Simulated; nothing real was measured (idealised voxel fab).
Process module heading - voxel transistor to metal
Pictured: cross-section cut, 275 nm wide, on a grid of 5 nm square cells.
Cross-section format: a grid of square cells, given as bands from top to bottom; each band is one or more rows of cells. This entry defines a band. It first specifies the height of the band's top and the height of its bottom in nm, and then specifies the band's materials from left to right, stating each material with its width in nm. The word "everywhere" identifies a single material that fills the band from edge to edge, while the word "empty" identifies empty space. Heights from 0 (as-received wafer is one material below). Bottom band endless downward, as "0 -> down". A width such as "30..40" changes by the same amount from each row of cells to the next, from the band's top row to its bottom row. The cross-section has no changed cell in any step marked "everything unchanged". In the "Non-vented voids" entry, you get each enclosed empty space of 8 cells or more, one with no open way to the top, written width x height at distance, distance from the left edge, in nm. Read whatever lies past the settings on a step's line as the simulator's own remark about the step. overlay nm: where the mask lay relative to plan, measured to the right, on steps with a mask; negatives go left.

-- Planned step list for the process
1 RECEIVE: material Si
2 CONFORMAL_DEP: material SiO2, thk nm 5
3 CONFORMAL_DEP: material SiN, thk nm 10
4 PATTERN: tone cover, mask id ACTIVE, material resist, width nm 105, pitch nm 125, thk nm 15, overlay nm 0
5 DIRECTIONAL_ETCH: etch materials SiN, depth nm 10
6 DIRECTIONAL_ETCH: etch materials SiO2, depth nm 5
7 DIRECTIONAL_ETCH: etch materials Si, depth nm 25
8 STRIP: etch materials resist
9 OXIDIZE: depth nm 5
10 FILL_DEP: material SiO2, thk nm 10
11 CMP: height nm 15
12 SELECTIVE_ETCH: etch materials SiO2, depth nm 10
13 STRIP: etch materials SiN
14 SELECTIVE_ETCH: etch materials SiO2, depth nm 5
15 OXIDIZE: depth nm 5
16 DIRECTIONAL_DEP: material polySi, thk nm 30
17 DIRECTIONAL_DEP: material SiCN, thk nm 10
18 MASKED_ETCH: tone cover, mask id GATE, width nm 25, pitch nm 125, etch materials SiCN, depth nm 20, overlay nm 0
19 MASKED_ETCH: tone cover, mask id GATE, width nm 25, pitch nm 125, etch materials polySi, depth nm 40, overlay nm 0
20 CONFORMAL_DEP: material SiO2, thk nm 5
21 DIRECTIONAL_ETCH: etch materials SiO2, depth nm 5
22 CONFORMAL_DEP: material SiN, thk nm 5
23 DIRECTIONAL_ETCH: etch materials SiN, depth nm 5
24 DIRECTIONAL_ETCH: etch materials SiO2, depth nm 5
25 DIRECTIONAL_ETCH: etch materials Si, depth nm 15
26 EPI: material SiGe, thk nm 20
27 FILL_DEP: material SiO2, thk nm 5
28 CMP: height nm 30
29 STRIP: etch materials polySi
30 SELECTIVE_ETCH: etch materials SiO2, depth nm 5
31 CONFORMAL_DEP: material HfO2, thk nm 5
32 CONFORMAL_DEP: material TiN, thk nm 5
33 FILL_DEP: material W, thk nm 5
34 CMP: height nm 25
35 DIRECTIONAL_DEP: material SiO2, thk nm 10
36 PATTERN: tone open, mask id CONTACT, material resist, width nm 20, thk nm 20, overlay nm 0
37 DIRECTIONAL_ETCH: etch materials SiO2, depth nm 35
38 STRIP: etch materials resist
39 CONFORMAL_DEP: material TiN, thk nm 5
40 FILL_DEP: material Ru, thk nm 10
41 CMP: height nm 35
42 DIRECTIONAL_DEP: material TiN, thk nm 5
43 DIRECTIONAL_DEP: material Ru, thk nm 25
44 DIRECTIONAL_DEP: material aC, thk nm 10
45 PATTERN: tone cover, mask id METAL_1, material resist, width nm 20, thk nm 30, overlay nm 0
46 DIRECTIONAL_ETCH: etch materials aC, depth nm 10
47 STRIP: etch materials resist
48 DIRECTIONAL_ETCH: etch materials Ru, depth nm 25
49 DIRECTIONAL_ETCH: etch materials TiN, depth nm 5
50 STRIP: etch materials aC
51 CONFORMAL_DEP: material SiN, thk nm 5
52 FILL_DEP: material lowk, thk nm 10
53 CMP: height nm 65
54 CONFORMAL_DEP: material SiCN, thk nm 5

-- Cross-section of the wafer at receipt, which is the condition after step 1
0 -> down = Si everywhere
Non-vented voids: none

-- Cross-section taken at module completion on the first of two wafers; processed per the plan
70 -> 65 = SiCN everywhere
65 -> 40 = lowk: 20  SiN: 5  Ru: 20  SiN: 5  lowk: 45  SiN: 5  Ru: 20  SiN: 5  lowk: 20  SiN: 5  Ru: 20  SiN: 5  lowk: 45  SiN: 5  Ru: 20  SiN: 5  lowk: 25
40 -> 35 = SiN: 25  TiN: 20  SiN: 55  TiN: 20  SiN: 30  TiN: 20  SiN: 55  TiN: 20  SiN: 30
35 -> 25 = SiO2: 25  TiN: 5  Ru: 10  TiN: 5  SiO2: 55  TiN: 5  Ru: 10  TiN: 5  SiO2: 30  TiN: 5  Ru: 10  TiN: 5  SiO2: 55  TiN: 5  Ru: 10  TiN: 5  SiO2: 30
25 -> 20 = SiO2: 25  TiN: 5  Ru: 10  TiN: 5  SiO2: 5  SiN: 5  HfO2: 5  TiN: 5  W: 15  TiN: 5  HfO2: 5  SiN: 5  SiO2: 5  TiN: 5  Ru: 10  TiN: 5  SiO2: 30  TiN: 5  Ru: 10  TiN: 5  SiO2: 5  SiN: 5  HfO2: 5  TiN: 5  W: 15  TiN: 5  HfO2: 5  SiN: 5  SiO2: 5  TiN: 5  Ru: 10  TiN: 5  SiO2: 30
20 -> 15 = SiO2: 25  TiN: 20  SiO2: 5  SiN: 5  HfO2: 5  TiN: 5  W: 15  TiN: 5  HfO2: 5  SiN: 5  SiO2: 5  TiN: 20  SiO2: 30  TiN: 20  SiO2: 5  SiN: 5  HfO2: 5  TiN: 5  W: 15  TiN: 5  HfO2: 5  SiN: 5  SiO2: 5  TiN: 20  SiO2: 30
15 -> 5 = SiO2: 25  TiN: 5  SiGe: 20  SiN: 5  HfO2: 5  TiN: 5  W: 15  TiN: 5  HfO2: 5  SiN: 5  SiGe: 20  TiN: 5  SiO2: 30  TiN: 5  SiGe: 20  SiN: 5  HfO2: 5  TiN: 5  W: 15  TiN: 5  HfO2: 5  SiN: 5  SiGe: 20  TiN: 5  SiO2: 30
5 -> 0 = SiO2: 25  TiN: 5  SiGe: 20  SiN: 5  HfO2: 5  TiN: 25  HfO2: 5  SiN: 5  SiGe: 20  TiN: 5  SiO2: 30  TiN: 5  SiGe: 20  SiN: 5  HfO2: 5  TiN: 25  HfO2: 5  SiN: 5  SiGe: 20  TiN: 5  SiO2: 30
0 -> -5 = SiO2: 20  SiGe: 30  SiO2: 5  HfO2: 35  SiO2: 5  SiGe: 30  SiO2: 20  SiGe: 30  SiO2: 5  HfO2: 35  SiO2: 5  SiGe: 30  SiO2: 25
-5 -> -20 = SiO2: 25  SiGe: 25  Si: 45  SiGe: 25  SiO2: 30  SiGe: 25  Si: 45  SiGe: 25  SiO2: 30
-20 -> -30 = SiO2: 25  Si: 95  SiO2: 30  Si: 95  SiO2: 30
-30 -> down = Si everywhere
Non-vented voids: none

-- Module end: cross-section of wafer two of two. Same start and process plan as the first wafer. One mistake during execution
70 -> 65 = SiCN everywhere
65 -> 40 = lowk: 20  SiN: 5  Ru: 20  SiN: 5  lowk: 45  SiN: 5  Ru: 20  SiN: 5  lowk: 20  SiN: 5  Ru: 20  SiN: 5  lowk: 45  SiN: 5  Ru: 20  SiN: 5  lowk: 25
40 -> 35 = SiN: 25  TiN: 20  SiN: 55  TiN: 20  SiN: 30  TiN: 20  SiN: 55  TiN: 20  SiN: 30
35 -> 25 = SiO2: 25  TiN: 5  Ru: 10  TiN: 5  SiO2: 55  TiN: 5  Ru: 10  TiN: 5  SiO2: 30  TiN: 5  Ru: 10  TiN: 5  SiO2: 55  TiN: 5  Ru: 10  TiN: 5  SiO2: 30
25 -> 20 = SiO2: 25  TiN: 5  Ru: 10  TiN: 5  SiO2: 5  SiN: 5  HfO2: 5  TiN: 5  W: 15  TiN: 5  HfO2: 5  SiN: 5  SiO2: 5  TiN: 5  Ru: 10  TiN: 5  SiO2: 30  TiN: 5  Ru: 10  TiN: 5  SiO2: 5  SiN: 5  HfO2: 5  TiN: 5  W: 15  TiN: 5  HfO2: 5  SiN: 5  SiO2: 5  TiN: 5  Ru: 10  TiN: 5  SiO2: 30
20 -> 15 = SiO2: 25  TiN: 20  SiO2: 5  SiN: 5  HfO2: 5  TiN: 5  W: 15  TiN: 5  HfO2: 5  SiN: 5  SiO2: 5  TiN: 20  SiO2: 30  TiN: 20  SiO2: 5  SiN: 5  HfO2: 5  TiN: 5  W: 15  TiN: 5  HfO2: 5  SiN: 5  SiO2: 5  TiN: 20  SiO2: 30
15 -> 10 = SiO2: 25  TiN: 5  SiGe: 20  SiN: 5  HfO2: 5  TiN: 5  W: 15  TiN: 5  HfO2: 5  SiN: 5  SiGe: 20  TiN: 5  SiO2: 30  TiN: 5  SiGe: 20  SiN: 5  HfO2: 5  TiN: 5  W: 15  TiN: 5  HfO2: 5  SiN: 5  SiGe: 20  TiN: 5  SiO2: 30
10 -> 5 = SiO2: 15  SiGe: 35  SiN: 5  HfO2: 5  TiN: 5  W: 15  TiN: 5  HfO2: 5  SiN: 5  SiGe: 35  SiO2: 10  SiGe: 35  SiN: 5  HfO2: 5  TiN: 5  W: 15  TiN: 5  HfO2: 5  SiN: 5  SiGe: 35  SiO2: 20
5 -> 0 = SiO2: 15  SiGe: 35  SiN: 5  HfO2: 5  TiN: 25  HfO2: 5  SiN: 5  SiGe: 35  SiO2: 10  SiGe: 35  SiN: 5  HfO2: 5  TiN: 25  HfO2: 5  SiN: 5  SiGe: 35  SiO2: 20
0 -> -5 = SiO2: 15  SiGe: 35  SiO2: 5  HfO2: 35  SiO2: 5  SiGe: 35  SiO2: 10  SiGe: 35  SiO2: 5  HfO2: 35  SiO2: 5  SiGe: 35  SiO2: 20
-5 -> -10 = SiO2: 30  SiGe: 20  Si: 45  SiGe: 20  SiO2: 40  SiGe: 20  Si: 45  SiGe: 20  SiO2: 35
-10 -> -20 = SiO2: 25  Si: 5  SiGe: 20  Si: 45  SiGe: 20  Si: 5  SiO2: 30  Si: 5  SiGe: 20  Si: 45  SiGe: 20  Si: 5  SiO2: 30
-20 -> -30 = SiO2: 25  Si: 95  SiO2: 30  Si: 95  SiO2: 30
-30 -> down = Si everywhere
Non-vented voids: none
Finding, execution versus plan: no execution of plan step 2; skipped
Wrapping up, a cell-based count of both wafers puts the second over or under the first for these materials: 8 more of Si; 16 more of SiGe; 16 fewer of SiO2; 8 fewer of TiN
